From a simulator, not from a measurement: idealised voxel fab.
Documented hereafter: the process module known as voxel trench capacitor.
The width of the displayed cross-section, cut, is 260 nm; its cells are square, with a size of 5 nm.
If you're reading a cross-section in this doc, picture square cells in a grid; it comes to you as bands, top ones listed first down to the bottom, and a band can be one or more rows of cells. Heads up on the band format: heights come first, top then bottom, in nm. After that it's the materials left to right, each with its width in nm. A single material flagged "edge to edge" fills the whole band edge to edge, and "air" means there's empty space there. Heights are expressed relative to 0, this being the level below which the as-received wafer comprises one material exclusively. The lowest band is unbounded in the downward direction and is denoted as in "z 0 and below". The width entry "30..40" should be interpreted row by row: the top row of cells in the band takes the first number, the bottom row takes the second number, and the change between adjacent rows is uniform throughout. You'll sometimes find "nothing altered" written for a step, and that's the way of saying that nowhere in the cross-section did a cell change during that step. "Enclosed voids" contains a list of empty spaces, each no smaller than 8 cells and without an open way to the top, written in the form width x height at distance with the distance from the left edge and all three in nm. The remark found on a step's line after its settings is issued by the simulator itself and pertains to that step. The optional step-line setting "overlay nm" applies to steps with a mask and quantifies how far to the right of its planned location the mask lay, a negative value indicating leftward placement.

-- Intended process steps
step 1: RECEIVE | material Si
step 2: CONFORMAL_DEP | material SiN | thk nm 5
step 3: DIRECTIONAL_DEP | material aC | thk nm 15
step 4: PATTERN | tone open | mask id TRENCH | material resist | width nm 25 | pitch nm 45 | thk nm 30 | overlay nm 0
step 5: DIRECTIONAL_ETCH | etch materials aC | depth nm 15
step 6: STRIP | etch materials resist
step 7: DIRECTIONAL_ETCH | etch materials SiN | depth nm 5
step 8: DIRECTIONAL_ETCH | etch materials Si | depth nm 35
step 9: STRIP | etch materials aC
step 10: CONFORMAL_DEP | material Al2O3 | thk nm 5
step 11: FILL_DEP | material polySi | thk nm 10
step 12: CMP | height nm 5

-- Cross-section: wafer on arrival = after step 1
    z 0 and below = Si edge to edge
    Enclosed voids: none

-- Result of the module, cross-sectioned: start per above, plan per above, one error in how it was run
    z 5 to 0 = SiN (70); Al2O3 (5); polySi (15); Al2O3 (5); SiN (20); Al2O3 (5); polySi (15); Al2O3 (5); SiN (20); Al2O3 (5); polySi (15); Al2O3 (5); SiN (75)
    z 0 to -20 = Si (70); Al2O3 (5); polySi (15); Al2O3 (5); Si (20); Al2O3 (5); polySi (15); Al2O3 (5); Si (20); Al2O3 (5); polySi (15); Al2O3 (5); Si (75)
    z -20 to -25 = Si (70); Al2O3 (25); Si (20); Al2O3 (25); Si (20); Al2O3 (25); Si (75)
    z -25 and below = Si edge to edge
    Enclosed voids: none
Error vs. plan: step 8 went in with a setting other than planned; the actual run was DIRECTIONAL_ETCH | etch materials Si | depth nm 25
